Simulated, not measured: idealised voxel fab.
You're looking at the process module voxel capacitor over wiring.
cross-section cut | 225 nm wide | cells 5 nm
Heads up, the way a cross-section reads in here is a grid of square cells, handed over as bands from the top down, with every band being one or more rows of cells. In this notation a band is specified by the heights of its top and bottom, in that order and in nm, after which its materials appear from left to right, each paired with its width in nm. The word "edge to edge" attached to a single material means that material fills the band from edge to edge; the word "blank" stands for empty space. Beneath 0, the wafer as received is one material, and that level is where height counting begins. The lowest band goes on downward without a bottom; it is written like "0 and below". When a width is written as two numbers, as in "30..40", the first number is the width in the top row of cells of the band and the second is the width in its bottom row, and the width changes by the same amount from each row to the next. No cell of the cross-section changed in a step that is given as "no change". Reported under the label "Entrapped void list" are the empty spaces having no open way to the top and comprising 8 cells or more; the notation for each is width x height at distance, in which the distance is measured from the left edge and all three values are in nm. Read whatever lies past the settings on a step's line as the simulator's own remark about the step. overlay nm: right-of-plan distance of the mask on a masked step; negative values mean left-of-plan.

## Below is the list of planned process steps
| 1 | RECEIVE | material Si |
| 2 | CONFORMAL_DEP | material SiO2 | thk nm 15 |
| 3 | DIRECTIONAL_DEP | material TiN | thk nm 5 |
| 4 | DIRECTIONAL_DEP | material W | thk nm 15 |
| 5 | DIRECTIONAL_DEP | material aC | thk nm 10 |
| 6 | PATTERN | tone cover | mask id METAL_1 | material resist | width nm 30 | pitch nm 95 | thk nm 30 | overlay nm 0 |
| 7 | DIRECTIONAL_ETCH | etch materials aC | depth nm 10 |
| 8 | STRIP | etch materials resist |
| 9 | DIRECTIONAL_ETCH | etch materials W | depth nm 15 |
| 10 | DIRECTIONAL_ETCH | etch materials TiN | depth nm 5 |
| 11 | STRIP | etch materials aC |
| 12 | CONFORMAL_DEP | material SiN | thk nm 5 |
| 13 | FILL_DEP | material lowk | thk nm 10 |
| 14 | CMP | height nm 35 |
| 15 | CONFORMAL_DEP | material SiCN | thk nm 5 |
| 16 | DIRECTIONAL_DEP | material SiO2 | thk nm 20 |
| 17 | PATTERN | tone open | mask id PLUG_1 | material resist | width nm 15 | thk nm 20 | overlay nm 0 |
| 18 | DIRECTIONAL_ETCH | etch materials SiO2 | depth nm 20 |
| 19 | DIRECTIONAL_ETCH | etch materials SiCN | depth nm 5 |
| 20 | STRIP | etch materials resist |
| 21 | EPI | material Ru | thk nm 10 |
| 22 | EPI | material Ru | thk nm 10 |
| 23 | EPI | material Ru | thk nm 5 |
| 24 | DIRECTIONAL_DEP | material TiN | thk nm 5 |
| 25 | DIRECTIONAL_DEP | material Al2O3 | thk nm 5 |
| 26 | DIRECTIONAL_DEP | material TiN | thk nm 10 |
| 27 | PATTERN | tone cover | mask id UPPER_PLATE | material resist | width nm 70 | thk nm 20 | overlay nm 0 |
| 28 | DIRECTIONAL_ETCH | etch materials TiN | depth nm 10 |
| 29 | DIRECTIONAL_ETCH | etch materials Al2O3 | depth nm 5 |
| 30 | STRIP | etch materials resist |
| 31 | PATTERN | tone cover | mask id LOWER_PLATE | material resist | width nm 80 | thk nm 15 | overlay nm 0 |
| 32 | DIRECTIONAL_ETCH | etch materials TiN | depth nm 5 |
| 33 | STRIP | etch materials resist |
| 34 | FILL_DEP | material SiO2 | thk nm 20 |
| 35 | CMP | height nm 95 |
| 36 | MASKED_ETCH | tone open | mask id PLUG_2 | width nm 15 | etch materials SiO2 | depth nm 15 | overlay nm 0 |
| 37 | CONFORMAL_DEP | material TiN | thk nm 5 |
| 38 | FILL_DEP | material W | thk nm 10 |
| 39 | CMP | height nm 95 |
| 40 | CONFORMAL_DEP | material SiCN | thk nm 5 |

## First wafer out of two, processed as planned

## As-received wafer cross-section (after step 1)
* 0 and below | Si edge to edge
* Entrapped void list: none

## After step 2: wafer cross-section
* 15 down to 0 | SiO2 edge to edge
* Under the height 0 nothing was changed.

## After step 3: wafer cross-section
* 20 down to 15 | TiN edge to edge
* Under the height 15 nothing was changed.

## After step 4: wafer cross-section
* 35 down to 20 | W edge to edge
* Under the height 20 nothing was changed.

## After step 5: wafer cross-section
* 45 down to 35 | aC edge to edge
* Under the height 35 nothing was changed.

## After step 6: wafer cross-section
* 75 down to 45 | blank 50; resist 30; blank 65; resist 30; blank 50
* Under the height 45 nothing was changed.

## After step 7: wafer cross-section
* 65 down to 45 | blank 50; resist 30; blank 65; resist 30; blank 50
* 45 down to 35 | blank 50; aC 30; blank 65; aC 30; blank 50
* Under the height 35 nothing was changed.

## After step 8: wafer cross-section
* 45 down to 35 | blank 50; aC 30; blank 65; aC 30; blank 50
* Under the height 35 nothing was changed.

## After step 9: wafer cross-section
* 45 down to 35 | blank 50; aC 30; blank 65; aC 30; blank 50
* 35 down to 20 | blank 50; W 30; blank 65; W 30; blank 50
* Under the height 20 nothing was changed.

## After step 10: wafer cross-section
* 45 down to 35 | blank 50; aC 30; blank 65; aC 30; blank 50
* 35 down to 20 | blank 50; W 30; blank 65; W 30; blank 50
* 20 down to 15 | blank 50; TiN 30; blank 65; TiN 30; blank 50
* Under the height 15 nothing was changed.

## After step 11: wafer cross-section
* 35 down to 20 | blank 50; W 30; blank 65; W 30; blank 50
* Under the height 20 nothing was changed.

## After step 12: wafer cross-section
* 40 down to 35 | blank 45; SiN 40; blank 55; SiN 40; blank 45
* 35 down to 20 | blank 45; SiN 5; W 30; SiN 5; blank 55; SiN 5; W 30; SiN 5; blank 45
* 20 down to 15 | SiN 50; TiN 30; SiN 65; TiN 30; SiN 50
* Under the height 15 nothing was changed.

## After step 13: wafer cross-section
* 50 down to 40 | lowk edge to edge
* 40 down to 35 | lowk 45; SiN 40; lowk 55; SiN 40; lowk 45
* 35 down to 20 | lowk 45; SiN 5; W 30; SiN 5; lowk 55; SiN 5; W 30; SiN 5; lowk 45
* Under the height 20 nothing was changed.

## After step 14: wafer cross-section
* 35 down to 20 | lowk 45; SiN 5; W 30; SiN 5; lowk 55; SiN 5; W 30; SiN 5; lowk 45
* Under the height 20 nothing was changed.

## After step 15: wafer cross-section
* 40 down to 35 | SiCN edge to edge
* Under the height 35 nothing was changed.

## After step 16: wafer cross-section
* 60 down to 40 | SiO2 edge to edge
* Under the height 40 nothing was changed.

## After step 17: wafer cross-section
* 80 down to 60 | resist 65; blank 15; resist 145
* Under the height 60 nothing was changed.

## After step 18: wafer cross-section
* 80 down to 60 | resist 65; blank 15; resist 145
* 60 down to 40 | SiO2 65; blank 15; SiO2 145
* Under the height 40 nothing was changed.

## After step 19: wafer cross-section
* 80 down to 60 | resist 65; blank 15; resist 145
* 60 down to 40 | SiO2 65; blank 15; SiO2 145
* 40 down to 35 | SiCN 65; blank 15; SiCN 145
* Under the height 35 nothing was changed.

## After step 20: wafer cross-section
* 60 down to 40 | SiO2 65; blank 15; SiO2 145
* Under the height 40 nothing was changed.

## After step 21: wafer cross-section
* 60 down to 45 | SiO2 65; blank 15; SiO2 145
* 45 down to 40 | SiO2 65; Ru 15; SiO2 145
* 40 down to 35 | SiCN 65; Ru 15; SiCN 145
* Under the height 35 nothing was changed.

## After step 22: wafer cross-section
* 60 down to 55 | SiO2 65; blank 15; SiO2 145
* 55 down to 40 | SiO2 65; Ru 15; SiO2 145
* Under the height 40 nothing was changed.

## After step 23: wafer cross-section
* 60 down to 40 | SiO2 65; Ru 15; SiO2 145
* Under the height 40 nothing was changed.

## After step 24: wafer cross-section
* 65 down to 60 | TiN edge to edge
* Under the height 60 nothing was changed.

## After step 25: wafer cross-section
* 70 down to 65 | Al2O3 edge to edge
* Under the height 65 nothing was changed.

## After step 26: wafer cross-section
* 80 down to 70 | TiN edge to edge
* Under the height 70 nothing was changed.

## After step 27: wafer cross-section
* 100 down to 80 | blank 65; resist 70; blank 90
* Under the height 80 nothing was changed.

## After step 28: wafer cross-section
* 100 down to 80 | blank 65; resist 70; blank 90
* 80 down to 70 | blank 65; TiN 70; blank 90
* Under the height 70 nothing was changed.

## After step 29: wafer cross-section
* 100 down to 80 | blank 65; resist 70; blank 90
* 80 down to 70 | blank 65; TiN 70; blank 90
* 70 down to 65 | blank 65; Al2O3 70; blank 90
* Under the height 65 nothing was changed.

## After step 30: wafer cross-section
* 80 down to 70 | blank 65; TiN 70; blank 90
* Under the height 70 nothing was changed.

## After step 31: wafer cross-section
* 95 down to 80 | blank 60; resist 80; blank 85
* 80 down to 70 | blank 60; resist 5; TiN 70; resist 5; blank 85
* 70 down to 65 | blank 60; resist 5; Al2O3 70; resist 5; blank 85
* Under the height 65 nothing was changed.

## After step 32: wafer cross-section
* 95 down to 80 | blank 60; resist 80; blank 85
* 80 down to 70 | blank 60; resist 5; TiN 70; resist 5; blank 85
* 70 down to 65 | blank 60; resist 5; Al2O3 70; resist 5; blank 85
* 65 down to 60 | blank 60; TiN 80; blank 85
* Under the height 60 nothing was changed.

## After step 33: wafer cross-section
* 80 down to 70 | blank 65; TiN 70; blank 90
* 70 down to 65 | blank 65; Al2O3 70; blank 90
* Under the height 65 nothing was changed.

## After step 34: wafer cross-section
* 100 down to 80 | SiO2 edge to edge
* 80 down to 70 | SiO2 65; TiN 70; SiO2 90
* 70 down to 65 | SiO2 65; Al2O3 70; SiO2 90
* 65 down to 60 | SiO2 60; TiN 80; SiO2 85
* Under the height 60 nothing was changed.

## After step 35: wafer cross-section
* 95 down to 80 | SiO2 edge to edge
* Under the height 80 nothing was changed.

## After step 36: wafer cross-section
* 95 down to 80 | SiO2 75; blank 15; SiO2 135
* Under the height 80 nothing was changed.

## After step 37: wafer cross-section
* 100 down to 95 | TiN 80; blank 5; TiN 140
* 95 down to 85 | SiO2 75; TiN 5; blank 5; TiN 5; SiO2 135
* 85 down to 80 | SiO2 75; TiN 15; SiO2 135
* Under the height 80 nothing was changed.

## After step 38: wafer cross-section
* 110 down to 100 | W edge to edge
* 100 down to 95 | TiN 80; W 5; TiN 140
* 95 down to 85 | SiO2 75; TiN 5; W 5; TiN 5; SiO2 135
* Under the height 85 nothing was changed.

## After step 39: wafer cross-section
* 95 down to 85 | SiO2 75; TiN 5; W 5; TiN 5; SiO2 135
* Under the height 85 nothing was changed.

## After step 40: wafer cross-section
* 100 down to 95 | SiCN edge to edge
* Under the height 95 nothing was changed.

## The Second Wafer: Common Origin and Plan, One Mistake in Execution, Identical to the First Through Step 23

## The second wafer cut through, at the time step 24 was supposed to be finished
* 75 down to 60 | TiN edge to edge
* Under the height 60 nothing was changed.

## The second wafer cut through, at the time step 25 was supposed to be finished
* 80 down to 75 | Al2O3 edge to edge
* Under the height 75 nothing was changed.

## The second wafer cut through, at the time step 26 was supposed to be finished
* 90 down to 80 | TiN edge to edge
* Under the height 80 nothing was changed.

## The second wafer cut through, at the time step 27 was supposed to be finished
* 110 down to 90 | blank 65; resist 70; blank 90
* Under the height 90 nothing was changed.

## The second wafer cut through, at the time step 28 was supposed to be finished
* 110 down to 90 | blank 65; resist 70; blank 90
* 90 down to 80 | blank 65; TiN 70; blank 90
* Under the height 80 nothing was changed.

## The second wafer cut through, at the time step 29 was supposed to be finished
* 110 down to 90 | blank 65; resist 70; blank 90
* 90 down to 80 | blank 65; TiN 70; blank 90
* 80 down to 75 | blank 65; Al2O3 70; blank 90
* Under the height 75 nothing was changed.

## The second wafer cut through, at the time step 30 was supposed to be finished
* 90 down to 80 | blank 65; TiN 70; blank 90
* Under the height 80 nothing was changed.

## The second wafer cut through, at the time step 31 was supposed to be finished
* 105 down to 90 | blank 60; resist 80; blank 85
* 90 down to 80 | blank 60; resist 5; TiN 70; resist 5; blank 85
* 80 down to 75 | blank 60; resist 5; Al2O3 70; resist 5; blank 85
* Under the height 75 nothing was changed.

## The second wafer cut through, at the time step 32 was supposed to be finished
* 105 down to 90 | blank 60; resist 80; blank 85
* 90 down to 80 | blank 60; resist 5; TiN 70; resist 5; blank 85
* 80 down to 75 | blank 60; resist 5; Al2O3 70; resist 5; blank 85
* 75 down to 70 | blank 60; TiN 80; blank 85
* Under the height 70 nothing was changed.

## The second wafer cut through, at the time step 33 was supposed to be finished
* 90 down to 80 | blank 65; TiN 70; blank 90
* 80 down to 75 | blank 65; Al2O3 70; blank 90
* Under the height 75 nothing was changed.

## The second wafer cut through, at the time step 34 was supposed to be finished
* 110 down to 90 | SiO2 edge to edge
* 90 down to 80 | SiO2 65; TiN 70; SiO2 90
* 80 down to 75 | SiO2 65; Al2O3 70; SiO2 90
* 75 down to 70 | SiO2 60; TiN 80; SiO2 85
* Under the height 70 nothing was changed.

## The second wafer cut through, at the time step 35 was supposed to be finished
* 95 down to 90 | SiO2 edge to edge
* Under the height 90 nothing was changed.

## The second wafer cut through, at the time step 36 was supposed to be finished
* 95 down to 90 | SiO2 75; blank 15; SiO2 135
* Under the height 90 nothing was changed.

## The second wafer cut through, at the time step 37 was supposed to be finished
* 100 down to 95 | TiN 80; blank 5; TiN 140
* 95 down to 90 | SiO2 75; TiN 15; SiO2 135
* Under the height 90 nothing was changed.

## The second wafer cut through, at the time step 38 was supposed to be finished
* 110 down to 100 | W edge to edge
* 100 down to 95 | TiN 80; W 5; TiN 140
* Under the height 95 nothing was changed.

## The second wafer cut through, at the time step 39 was supposed to be finished
* 95 down to 90 | SiO2 75; TiN 15; SiO2 135
* Under the height 90 nothing was changed.

## The second wafer cut through, at the time step 40 was supposed to be finished
* 100 down to 95 | SiCN edge to edge
* Under the height 95 nothing was changed.
So what did we get wrong on this run? step 24 ran as: DIRECTIONAL_DEP | material TiN | thk nm 15
The final cell counts differ between the wafers, with the second having more or fewer of some materials than the first: 84 fewer of SiO2 | 86 more of TiN | 2 fewer of W
